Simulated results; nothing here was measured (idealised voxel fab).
This is a process module. Its name is voxel wiring stack.
The width of the displayed cross-section, cut, is 295 nm; its cells are square, with a size of 5 nm.
A cross-section is written here as square cells arranged in a grid, and it is given in bands from the top down, each band taking up one or more rows of cells. Heads up on the band format: heights come first, top then bottom, in nm. After that it's the materials left to right, each with its width in nm. A single material flagged "everywhere" fills the whole band edge to edge, and "blank" means there's empty space there. The reference from which all heights are counted is 0, the level beneath which the as-received wafer is entirely one material; the lowest band, having no lower bound, proceeds downward and is written after the example "top 0, no bottom". Graded width ("30 to 40"): value in top row of band = first number; value in bottom row = second number; row-to-row change constant. When a step is marked "remained the same", none of the cells in the cross-section changed during that step. "Unvented internal voids" specifies each empty space that is not open to the top and that occupies no fewer than 8 cells, using the form width x height at distance, the distance measured from the left edge and all three quantities in nm. On each step's line, the part that comes after the settings is the simulator's own comment on the step. Steps that use a mask can have "overlay nm" on their line. It says how far the mask sat to the right of where it was meant to be. Negative means to the left.

**Below is the list of planned process steps**
- 1: RECEIVE, material Si
- 2: CONFORMAL_DEP, material SiO2, thk nm 10
- 3: CONFORMAL_DEP, material SiCN, thk nm 5
- 4: DIRECTIONAL_DEP, material lowk, thk nm 25
- 5: PATTERN, tone open, mask id METAL_1, material resist, width nm 25, pitch nm 45, thk nm 15, overlay nm 0
- 6: DIRECTIONAL_ETCH, etch materials lowk, depth nm 25
- 7: DIRECTIONAL_ETCH, etch materials SiCN, depth nm 5
- 8: STRIP, etch materials resist
- 9: CONFORMAL_DEP, material TiN, thk nm 5
- 10: FILL_DEP, material Cu, thk nm 5
- 11: CMP, height nm 40
- 12: CONFORMAL_DEP, material SiCN, thk nm 5
- 13: DIRECTIONAL_DEP, material lowk, thk nm 15
- 14: DIRECTIONAL_DEP, material aC, thk nm 15
- 15: PATTERN, tone open, mask id PLUG_1, material resist, width nm 15, thk nm 35, overlay nm 0
- 16: DIRECTIONAL_ETCH, etch materials aC, depth nm 15
- 17: STRIP, etch materials resist
- 18: DIRECTIONAL_ETCH, etch materials lowk, depth nm 15
- 19: DIRECTIONAL_ETCH, etch materials SiCN, depth nm 5
- 20: STRIP, etch materials aC
- 21: EPI, material Ru, thk nm 10
- 22: EPI, material Ru, thk nm 10
- 23: CONFORMAL_DEP, material SiCN, thk nm 5
- 24: DIRECTIONAL_DEP, material lowk, thk nm 15
- 25: PATTERN, tone open, mask id METAL_2, material resist, width nm 25, pitch nm 45, thk nm 20, overlay nm 0
- 26: DIRECTIONAL_ETCH, etch materials lowk, depth nm 15
- 27: DIRECTIONAL_ETCH, etch materials SiCN, depth nm 5
- 28: STRIP, etch materials resist
- 29: CONFORMAL_DEP, material TiN, thk nm 5
- 30: FILL_DEP, material Ru, thk nm 5
- 31: CMP, height nm 80
- 32: CONFORMAL_DEP, material SiCN, thk nm 5
- 33: DIRECTIONAL_DEP, material SiO2, thk nm 20
- 34: PATTERN, tone open, mask id PLUG_2, material resist, width nm 15, thk nm 20, overlay nm 0
- 35: DIRECTIONAL_ETCH, etch materials SiO2, depth nm 20
- 36: DIRECTIONAL_ETCH, etch materials SiCN, depth nm 5
- 37: STRIP, etch materials resist
- 38: CONFORMAL_DEP, material TiN, thk nm 5
- 39: FILL_DEP, material Cu, thk nm 5
- 40: CMP, height nm 105
- 41: DIRECTIONAL_DEP, material TiN, thk nm 5
- 42: DIRECTIONAL_DEP, material Ru, thk nm 25
- 43: DIRECTIONAL_DEP, material aC, thk nm 10
- 44: PATTERN, tone cover, mask id METAL_3, material resist, width nm 25, pitch nm 45, thk nm 25, overlay nm 0
- 45: DIRECTIONAL_ETCH, etch materials aC, depth nm 10
- 46: STRIP, etch materials resist
- 47: DIRECTIONAL_ETCH, etch materials Ru, depth nm 25
- 48: DIRECTIONAL_ETCH, etch materials TiN, depth nm 5
- 49: STRIP, etch materials aC
- 50: CONFORMAL_DEP, material SiN, thk nm 5
- 51: FILL_DEP, material SiO2, thk nm 5
- 52: CMP, height nm 135
- 53: CONFORMAL_DEP, material SiN, thk nm 5

**Incoming wafer, cross-sectional view, post step 1**
> top 0, no bottom | Si everywhere
> Unvented internal voids: none

**Module complete, cross-section. Starting point and plan per above. One mistake made in running the module**
> top 140, bottom 135 | SiN everywhere
> top 135, bottom 110 | SiO2 105 nm, then SiN 5 nm, then Ru 25 nm, then SiN 5 nm, then SiO2 10 nm, then SiN 5 nm, then Ru 25 nm, then SiN 5 nm, then SiO2 110 nm
> top 110, bottom 105 | SiN 110 nm, then TiN 25 nm, then SiN 20 nm, then TiN 25 nm, then SiN 115 nm
> top 105, bottom 85 | SiO2 110 nm, then TiN 5 nm, then Cu 5 nm, then TiN 5 nm, then SiO2 170 nm
> top 85, bottom 80 | SiCN 110 nm, then TiN 15 nm, then SiCN 170 nm
> top 80, bottom 65 | Ru 105 nm, then TiN 5 nm, then lowk 25 nm, then TiN 5 nm, then Ru 10 nm, then TiN 5 nm, then lowk 25 nm, then TiN 5 nm, then Ru 110 nm
> top 65, bottom 60 | TiN 110 nm, then SiCN 25 nm, then TiN 20 nm, then SiCN 25 nm, then TiN 115 nm
> top 60, bottom 45 | lowk 110 nm, then Ru 15 nm, then lowk 170 nm
> top 45, bottom 40 | SiCN 110 nm, then Ru 15 nm, then SiCN 170 nm
> top 40, bottom 15 | lowk 110 nm, then TiN 5 nm, then Cu 15 nm, then TiN 5 nm, then lowk 20 nm, then TiN 5 nm, then Cu 15 nm, then TiN 5 nm, then lowk 115 nm
> top 15, bottom 10 | SiCN 110 nm, then TiN 25 nm, then SiCN 20 nm, then TiN 25 nm, then SiCN 115 nm
> top 10, bottom 0 | SiO2 everywhere
> top 0, no bottom | Si everywhere
> Unvented internal voids: none
What went wrong in running the wafer? step 25 did not use the planned setting and instead ran as PATTERN, tone cover, mask id METAL_2, material resist, width nm 25, pitch nm 45, thk nm 20, overlay nm 0
